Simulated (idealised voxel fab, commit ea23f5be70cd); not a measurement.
This section sets out a process module, namely voxel transistor to metal.
Displayed cross-section: cut, width of 140 nm, square cells sized 5 nm.
Think of the cross-section as a grid of square cells. We describe it in bands, top to bottom, and each band covers one or more rows of those cells. The band entry comprises the height of the band's top followed by the height of its bottom, expressed in nm, and subsequently the band's materials from left to right, each stated together with its width in nm. Where a single material is marked with the word "all across", that material fills the band from edge to edge. The word "blank" represents empty space. The reference from which all heights are counted is 0, the level beneath which the as-received wafer is entirely one material; the lowest band, having no lower bound, proceeds downward and is written after the example "0 nm and below". A width given as "30..40" starts at the first number in the band's top row and ends at the second number in its bottom row, shifting by an equal amount at every step from row to row. A step reported as "remained unchanged" is a step in which no cell of the cross-section changed. Listed in "Fully closed voids": every empty space of 8 or more cells without an open way to the top. Form: width x height at distance, the distance being from the left edge, all in nm. Formally, on a step line, whatever follows the settings is a remark that the simulator itself makes on the step. "overlay nm" denotes, for a step that has a mask, the displacement of the mask to the right of its planned place, with negative values corresponding to the left.
## So here's the lineup of process steps we planned
1. RECEIVE [material Si]
2. OXIDIZE [depth nm 5]
3. CONFORMAL_DEP [material SiN] [thk nm 15]
4. MASKED_ETCH [tone cover] [mask id ACTIVE] [width nm 110] [etch materials SiN] [depth nm 15] [overlay nm 0]
5. MASKED_ETCH [tone cover] [mask id ACTIVE] [width nm 110] [etch materials SiO2] [depth nm 5] [overlay nm 0]
6. MASKED_ETCH [tone cover] [mask id ACTIVE] [width nm 110] [etch materials Si] [depth nm 35] [overlay nm 0]
7. FILL_DEP [material SiO2] [thk nm 5]
8. CMP [height nm 15]
9. SELECTIVE_ETCH [etch materials SiO2] [depth nm 10]
10. STRIP [etch materials SiN]
11. SELECTIVE_ETCH [etch materials SiO2] [depth nm 5]
12. OXIDIZE [depth nm 5]
13. DIRECTIONAL_DEP [material polySi] [thk nm 30]
14. DIRECTIONAL_DEP [material SiCN] [thk nm 15]
15. DIRECTIONAL_DEP [material aC] [thk nm 10]
16. PATTERN [tone cover] [mask id GATE] [material resist] [width nm 20] [thk nm 25] [overlay nm 0]
17. DIRECTIONAL_ETCH [etch materials aC] [depth nm 10]
18. STRIP [etch materials resist]
19. DIRECTIONAL_ETCH [etch materials SiCN] [depth nm 25]
20. DIRECTIONAL_ETCH [etch materials polySi] [depth nm 40]
21. STRIP [etch materials aC]
22. CONFORMAL_DEP [material SiO2] [thk nm 5]
23. DIRECTIONAL_ETCH [etch materials SiO2] [depth nm 5]
24. CONFORMAL_DEP [material SiN] [thk nm 5]
25. DIRECTIONAL_ETCH [etch materials SiN] [depth nm 5]
26. DIRECTIONAL_ETCH [etch materials SiO2] [depth nm 5]
27. DIRECTIONAL_ETCH [etch materials Si] [depth nm 10]
28. EPI [material SiGe] [thk nm 15]
29. FILL_DEP [material SiO2] [thk nm 5]
30. CMP [height nm 40]
31. DIRECTIONAL_DEP [material SiO2] [thk nm 15]
32. DIRECTIONAL_DEP [material aC] [thk nm 15]
33. PATTERN [tone open] [mask id CONTACT] [material resist] [width nm 20] [pitch nm 80] [thk nm 30] [overlay nm 0]
34. DIRECTIONAL_ETCH [etch materials aC] [depth nm 15]
35. STRIP [etch materials resist]
36. DIRECTIONAL_ETCH [etch materials SiO2] [depth nm 50]
37. STRIP [etch materials aC]
38. CONFORMAL_DEP [material TiN] [thk nm 5]
39. FILL_DEP [material Ru] [thk nm 10]
40. CMP [height nm 55]
41. CONFORMAL_DEP [material SiCN] [thk nm 5]
42. DIRECTIONAL_DEP [material SiO2] [thk nm 15]
43. DIRECTIONAL_DEP [material aC] [thk nm 15]
44. PATTERN [tone open] [mask id METAL_1] [material resist] [width nm 20] [pitch nm 80] [thk nm 35] [overlay nm 0]
45. DIRECTIONAL_ETCH [etch materials aC] [depth nm 15]
46. STRIP [etch materials resist]
47. DIRECTIONAL_ETCH [etch materials SiO2] [depth nm 15]
48. DIRECTIONAL_ETCH [etch materials SiCN] [depth nm 5]
49. STRIP [etch materials aC]
50. CONFORMAL_DEP [material TiN] [thk nm 5]
51. FILL_DEP [material W] [thk nm 10]
52. CMP [height nm 75]
53. CONFORMAL_DEP [material SiCN] [thk nm 5]
## Cross-section: wafer on arrival = after step 1
  0 nm and below  Si all across
  Fully closed voids: none
## Cross-section, first of two wafers, end of module, run as planned
  80 nm to 75 nm  SiCN all across
  75 nm to 60 nm  20 SiO2; 5 TiN; 10 W; 5 TiN; 60 SiO2; 5 TiN; 10 W; 5 TiN; 20 SiO2
  60 nm to 55 nm  20 SiCN; 20 TiN; 60 SiCN; 20 TiN; 20 SiCN
  55 nm to 40 nm  20 SiO2; 5 TiN; 10 Ru; 5 TiN; 60 SiO2; 5 TiN; 10 Ru; 5 TiN; 20 SiO2
  40 nm to 25 nm  20 SiO2; 5 TiN; 10 Ru; 5 TiN; 10 SiO2; 5 SiN; 5 SiO2; 20 SiCN; 5 SiO2; 5 SiN; 10 SiO2; 5 TiN; 10 Ru; 5 TiN; 20 SiO2
  25 nm to 10 nm  20 SiO2; 5 TiN; 10 Ru; 5 TiN; 10 SiO2; 5 SiN; 5 SiO2; 20 polySi; 5 SiO2; 5 SiN; 10 SiO2; 5 TiN; 10 Ru; 5 TiN; 20 SiO2
  10 nm to 5 nm  20 SiO2; 20 TiN; 10 SiO2; 5 SiN; 5 SiO2; 20 polySi; 5 SiO2; 5 SiN; 10 SiO2; 20 TiN; 20 SiO2
  5 nm to 0 nm  15 SiO2; 35 SiGe; 5 SiN; 5 SiO2; 20 polySi; 5 SiO2; 5 SiN; 35 SiGe; 15 SiO2
  0 nm to -5 nm  15 SiO2; 5 SiN; 30 SiGe; 5 SiN; 5 SiO2; 20 polySi; 5 SiO2; 5 SiN; 30 SiGe; 5 SiN; 15 SiO2
  -5 nm to -10 nm  20 SiO2; 30 SiGe; 40 SiO2; 30 SiGe; 20 SiO2
  -10 nm to -20 nm  15 SiO2; 5 Si; 30 SiGe; 40 Si; 30 SiGe; 5 Si; 15 SiO2
  -20 nm to -40 nm  15 SiO2; 110 Si; 15 SiO2
  -40 nm and below  Si all across
  Fully closed voids: none
## Second wafer cross-section at end of module - shared start and plan with the first, one mistake in the run
  80 nm to 75 nm  SiCN all across
  75 nm to 60 nm  20 SiO2; 5 TiN; 10 W; 5 TiN; 60 SiO2; 5 TiN; 10 W; 5 TiN; 20 SiO2
  60 nm to 55 nm  20 SiCN; 20 TiN; 60 SiCN; 20 TiN; 20 SiCN
  55 nm to 40 nm  20 SiO2; 5 TiN; 10 Ru; 5 TiN; 60 SiO2; 5 TiN; 10 Ru; 5 TiN; 20 SiO2
  40 nm to 25 nm  20 SiO2; 5 TiN; 10 Ru; 5 TiN; 10 SiO2; 5 SiN; 5 SiO2; 20 SiCN; 5 SiO2; 5 SiN; 10 SiO2; 5 TiN; 10 Ru; 5 TiN; 20 SiO2
  25 nm to 10 nm  20 SiO2; 5 TiN; 10 Ru; 5 TiN; 10 SiO2; 5 SiN; 5 SiO2; 20 polySi; 5 SiO2; 5 SiN; 10 SiO2; 5 TiN; 10 Ru; 5 TiN; 20 SiO2
  10 nm to 5 nm  20 SiO2; 20 TiN; 10 SiO2; 5 SiN; 5 SiO2; 20 polySi; 5 SiO2; 5 SiN; 10 SiO2; 20 TiN; 20 SiO2
  5 nm to 0 nm  20 SiO2; 30 SiGe; 5 SiN; 5 SiO2; 20 polySi; 5 SiO2; 5 SiN; 35 SiGe; 15 SiO2
  0 nm to -5 nm  20 SiO2; 5 SiN; 25 SiGe; 5 SiN; 5 SiO2; 20 polySi; 5 SiO2; 5 SiN; 30 SiGe; 5 SiN; 15 SiO2
  -5 nm to -10 nm  25 SiO2; 25 SiGe; 40 SiO2; 30 SiGe; 20 SiO2
  -10 nm to -20 nm  15 SiO2; 10 Si; 25 SiGe; 40 Si; 30 SiGe; 5 Si; 15 SiO2
  -20 nm to -40 nm  15 SiO2; 110 Si; 15 SiO2
  -40 nm and below  Si all across
  Fully closed voids: none
Plan not followed: step 4 went in with a setting other than planned; the actual run was MASKED_ETCH [tone cover] [mask id ACTIVE] [width nm 105] [etch materials SiN] [depth nm 15] [overlay nm 0]
At the finish, the second wafer shows more or fewer cells for some materials than the first does: Si: 2 more | SiGe: 5 fewer | SiO2: 3 more
